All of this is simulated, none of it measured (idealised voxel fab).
You're looking at the process module voxel gate over fins.
Cross-section cut: width 195 nm, square cells of 5 nm.
For the purposes of this document, a cross-section shall be understood as a grid of square cells, specified as bands listed in top-to-bottom order, each band consisting of one or more rows of cells. Heights first: top, then bottom, in nm. Then materials, left to right, each with a width in nm. "throughout" on a single material: fills the band edge to edge. "blank": empty space. Height datum 0, below which the as-received substrate wafer is one material. Lowest band open at the bottom, running downward: "0 and below". Width "30->40": first value at the band's top row of cells, second value at its bottom row, equal change from row to row. Any step labelled "identical to before" changed none of the cells in the cross-section. For the entry "Enclosed void listing", the listed items are empty spaces with no open way to the top whose size is 8 cells or more; each item follows the pattern width x height at distance, where distance is from the left edge and all three are in nm. Whatever follows a step's settings on its line is a remark the simulator itself makes about that step. Steps that use a mask can have "overlay nm" on their line. It says how far the mask sat to the right of where it was meant to be. Negative means to the left.
THE PLANNED PROCESS STEPS ARE ENUMERATED HEREUNDER
1,RECEIVE: material Si
2,CONFORMAL_DEP: material SiN, thk nm 5
3,PATTERN: tone cover, mask id FINS, material resist, width nm 15, pitch nm 40, thk nm 20, overlay nm 0
4,DIRECTIONAL_ETCH: etch materials SiN, depth nm 5
5,DIRECTIONAL_ETCH: etch materials Si, depth nm 35
6,STRIP: etch materials resist
7,OXIDIZE: depth nm 5
8,FILL_DEP: material SiO2, thk nm 15
9,CMP: height nm 5
10,SELECTIVE_ETCH: etch materials SiO2, depth nm 20
11,STRIP: etch materials SiN
12,CONFORMAL_DEP: material HfO2, thk nm 5
13,CONFORMAL_DEP: material TiN, thk nm 5
14,FILL_DEP: material W, thk nm 15
15,CMP: height nm 20
16,CONFORMAL_DEP: material SiCN, thk nm 10
WAFER AS RECEIVED: CROSS-SECTION FOLLOWING STEP 1
    0 and below  Si throughout
    Enclosed void listing: none
FIRST WAFER AT THE END, AS PLANNED
    30 down to 20  SiCN throughout
    20 down to 10  W throughout
    10 down to 5  W 65 | TiN 25 | W 15 | TiN 25 | W 65
    5 down to 0  W 65 | TiN 5 | HfO2 15 | TiN 5 | W 15 | TiN 5 | HfO2 15 | TiN 5 | W 65
    0 down to -5  W 65 | TiN 5 | HfO2 5 | Si 5 | HfO2 5 | TiN 5 | W 15 | TiN 5 | HfO2 5 | Si 5 | HfO2 5 | TiN 5 | W 65
    -5 down to -10  TiN 70 | HfO2 5 | Si 5 | HfO2 5 | TiN 25 | HfO2 5 | Si 5 | HfO2 5 | TiN 70
    -10 down to -15  HfO2 75 | Si 5 | HfO2 35 | Si 5 | HfO2 75
    -15 down to -40  SiO2 75 | Si 5 | SiO2 35 | Si 5 | SiO2 75
    -40 and below  Si throughout
    Enclosed void listing: none
SECOND WAFER CROSS-SECTION AT END OF MODULE - SHARED START AND PLAN WITH THE FIRST, ONE MISTAKE IN THE RUN
    30 down to 20  SiCN throughout
    20 down to 10  W throughout
    10 down to 5  W 70 | TiN 25 | W 15 | TiN 25 | W 60
    5 down to 0  W 70 | TiN 5 | HfO2 15 | TiN 5 | W 15 | TiN 5 | HfO2 15 | TiN 5 | W 60
    0 down to -5  W 70 | TiN 5 | HfO2 5 | Si 5 | HfO2 5 | TiN 5 | W 15 | TiN 5 | HfO2 5 | Si 5 | HfO2 5 | TiN 5 | W 60
    -5 down to -10  TiN 75 | HfO2 5 | Si 5 | HfO2 5 | TiN 25 | HfO2 5 | Si 5 | HfO2 5 | TiN 65
    -10 down to -15  HfO2 80 | Si 5 | HfO2 35 | Si 5 | HfO2 70
    -15 down to -40  SiO2 80 | Si 5 | SiO2 35 | Si 5 | SiO2 70
    -40 and below  Si throughout
    Enclosed void listing: none
Heads up, the wafer didn't run the way we planned it: the process deviated at step 3: the operation and settings actually run there were PATTERN: tone cover, mask id FINS, material resist, width nm 15, pitch nm 40, thk nm 20, overlay nm 5
Same inventory, different map: at the end, the second wafer holds as many cells of each material as the first, placed elsewhere.
